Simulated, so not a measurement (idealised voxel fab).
process module | voxel transistor to metal
cross-section cut | 150 nm wide | cells 5 nm
A cross-section is a grid of square cells, given in bands from the top down. A band is one or more rows of cells.
Each band's line starts with the height of the band's top and of its bottom, in nm. Then come its materials from left to right, each with its width in nm. One material with "throughout" fills the band from edge to edge. "air" is empty space.
Height 0 is the level under which the wafer as received is all one material. The lowest band goes on downwards, as in "0 down".
A width such as "30 to 40" changes by the same amount from each row of cells to the next, from the band's top row to its bottom row.
"no change" after a step means that no cell of the cross-section changed.
closed voids: empty space of 8 cells or more with no open way to the top, each as width x height at its distance from the left edge, in nm
after a step's settings: what the simulator itself notes on the step
overlay nm, on a step with a mask: how far to the right of its planned place the mask lay; to the left if negative
plan
1 op RECEIVE | material Si
2 op CONFORMAL_DEP | material SiO2 | thk nm 5
3 op CONFORMAL_DEP | material SiN | thk nm 10
4 op PATTERN | tone cover | mask id ACTIVE | material resist | width nm 90 | thk nm 15 | overlay nm 0
5 op DIRECTIONAL_ETCH | etch materials SiN | depth nm 10
6 op DIRECTIONAL_ETCH | etch materials SiO2 | depth nm 5
7 op DIRECTIONAL_ETCH | etch materials Si | depth nm 30
8 op STRIP | etch materials resist
9 op FILL_DEP | material SiO2 | thk nm 5
10 op CMP | height nm 15
11 op SELECTIVE_ETCH | etch materials SiO2 | depth nm 5
12 op STRIP | etch materials SiN
13 op SELECTIVE_ETCH | etch materials SiO2 | depth nm 5
14 op OXIDIZE | depth nm 5
15 op DIRECTIONAL_DEP | material polySi | thk nm 30
16 op DIRECTIONAL_DEP | material SiCN | thk nm 15
17 op DIRECTIONAL_DEP | material aC | thk nm 15
18 op PATTERN | tone cover | mask id GATE | material resist | width nm 20 | thk nm 35 | overlay nm 0
19 op DIRECTIONAL_ETCH | etch materials aC | depth nm 15
20 op STRIP | etch materials resist
21 op DIRECTIONAL_ETCH | etch materials SiCN | depth nm 25
22 op DIRECTIONAL_ETCH | etch materials polySi | depth nm 40
23 op STRIP | etch materials aC
24 op CONFORMAL_DEP | material SiN | thk nm 5
25 op DIRECTIONAL_ETCH | etch materials SiN | depth nm 5
26 op DIRECTIONAL_ETCH | etch materials SiO2 | depth nm 5
27 op DIRECTIONAL_ETCH | etch materials Si | depth nm 10
28 op EPI | material SiGe | thk nm 15
29 op FILL_DEP | material SiO2 | thk nm 10
30 op CMP | height nm 45
31 op DIRECTIONAL_DEP | material SiO2 | thk nm 15
32 op DIRECTIONAL_DEP | material aC | thk nm 15
33 op PATTERN | tone open | mask id CONTACT | material resist | width nm 15 | pitch nm 65 | thk nm 35 | overlay nm 0
34 op DIRECTIONAL_ETCH | etch materials aC | depth nm 15
35 op STRIP | etch materials resist
36 op DIRECTIONAL_ETCH | etch materials SiO2 | depth nm 60
37 op STRIP | etch materials aC
38 op CONFORMAL_DEP | material TiN | thk nm 5
39 op FILL_DEP | material Ru | thk nm 5
40 op CMP | height nm 60
41 op CONFORMAL_DEP | material SiN | thk nm 5
42 op DIRECTIONAL_DEP | material SiO2 | thk nm 25
43 op MASKED_ETCH | tone open | mask id METAL_1 | width nm 15 | pitch nm 65 | etch materials SiO2 | depth nm 25 | overlay nm 0
44 op MASKED_ETCH | tone open | mask id METAL_1 | width nm 15 | pitch nm 65 | etch materials SiN | depth nm 5 | overlay nm 0
45 op CONFORMAL_DEP | material TiN | thk nm 5
46 op FILL_DEP | material Ru | thk nm 5
47 op CMP | height nm 90
48 op CONFORMAL_DEP | material SiCN | thk nm 5
as received, after step 1
  0 down: Si throughout
  closed voids: none
a wafer at the end: this start, this plan, one mistake
  95 to 90: SiCN throughout
  90 to 65: SiO2 35 | TiN 5 | Ru 5 | TiN 5 | SiO2 50 | TiN 5 | Ru 5 | TiN 5 | SiO2 35
  65 to 60: SiN 35 | TiN 15 | SiN 50 | TiN 15 | SiN 35
  60 to 45: SiO2 35 | TiN 5 | Ru 5 | TiN 5 | SiO2 50 | TiN 5 | Ru 5 | TiN 5 | SiO2 35
  45 to 30: SiO2 35 | TiN 5 | Ru 5 | TiN 5 | SiO2 10 | SiN 5 | SiCN 20 | SiN 5 | SiO2 10 | TiN 5 | Ru 5 | TiN 5 | SiO2 35
  30 to 15: SiO2 35 | TiN 5 | Ru 5 | TiN 5 | SiO2 10 | SiN 5 | polySi 20 | SiN 5 | SiO2 10 | TiN 5 | Ru 5 | TiN 5 | SiO2 35
  15 to 10: SiO2 35 | TiN 15 | SiO2 10 | SiN 5 | polySi 20 | SiN 5 | SiO2 10 | TiN 15 | SiO2 35
  10 to 5: SiO2 35 | TiN 10 | SiGe 15 | SiN 5 | polySi 20 | SiN 5 | SiGe 15 | TiN 10 | SiO2 35
  5 to 0: SiO2 30 | SiN 5 | TiN 10 | SiGe 15 | SiN 5 | polySi 20 | SiN 5 | SiGe 15 | TiN 10 | SiO2 5 | SiN 5 | SiO2 25
  0 to -5: SiO2 35 | SiGe 25 | SiO2 30 | SiGe 30 | SiO2 30
  -5 to -15: SiO2 35 | SiGe 25 | Si 30 | SiGe 30 | SiO2 30
  -15 to -30: SiO2 35 | Si 85 | SiO2 30
  -30 down: Si throughout
  closed voids: none
what went wrong: step 4 ran as: op PATTERN | tone cover | mask id ACTIVE | material resist | width nm 85 | thk nm 15 | overlay nm 0
